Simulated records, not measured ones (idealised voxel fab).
The process module presented herein is designated voxel double patterning.
We display cut, a cross-section 285 nm in width whose square cells are each 5 nm.
Cross-section layout: square cells on a grid; listed as bands, top to bottom; a band spans one or more cell rows.
Basically the band line says how high the top is and how high the bottom is, in nm, and then what's in it from left to right, every material with its width in nm. Empty space shows up as "empty", and if a single material carries "everywhere" it runs the full band edge to edge.
Heights are reckoned from 0. Under this level, the received wafer is all of one material. The bottommost band is open-ended downward, for example "0 nm and below".
You'd read "30->40" like this: the band's top row of cells is as wide as the first number, its bottom row is as wide as the second, and going down, every row changes width by the same amount as the row before did.
Reading "no modification" for a step: not a cell of the cross-section changed in it.
In the "Voids lacking openings" entry, you get each enclosed empty space of 8 cells or more, one with no open way to the top, written width x height at distance, distance from the left edge, in nm.
On a step's line, text after the settings is the simulator commenting on that step.
For masked steps, "overlay nm" on the step line gives how far right of plan the mask actually lay; a minus sign means it lay to the left.
plan
- 1: RECEIVE (material Si)
- 2: CONFORMAL_DEP (material SiO2; thk nm 5)
- 3: DIRECTIONAL_DEP (material W; thk nm 10)
- 4: DIRECTIONAL_DEP (material SiCN; thk nm 10)
- 5: MASKED_ETCH (tone open; mask id FIRST; width nm 15; pitch nm 50; etch materials SiCN; depth nm 10; overlay nm 0)
- 6: DIRECTIONAL_DEP (material aC; thk nm 15)
- 7: PATTERN (tone open; mask id SECOND; material resist; width nm 15; thk nm 30; overlay nm 0)
- 8: DIRECTIONAL_ETCH (etch materials aC; depth nm 15)
- 9: STRIP (etch materials resist)
- 10: DIRECTIONAL_ETCH (etch materials SiCN; depth nm 10)
- 11: STRIP (etch materials aC)
- 12: DIRECTIONAL_ETCH (etch materials W; depth nm 10)
- 13: STRIP (etch materials SiCN)
Delivered wafer in cross-section: state after step 1
    0 nm and below = Si everywhere
    Voids lacking openings: none
Here's the wafer cut in cross-section after the module, started and planned just like above, except one thing was done wrong in the run
    15 nm to 0 nm = SiO2 everywhere
    0 nm and below = Si everywhere
    Voids lacking openings: none
Short version of what went wrong: note that step 3 departed from the planned setting and was carried out as DIRECTIONAL_DEP (material SiO2; thk nm 10)
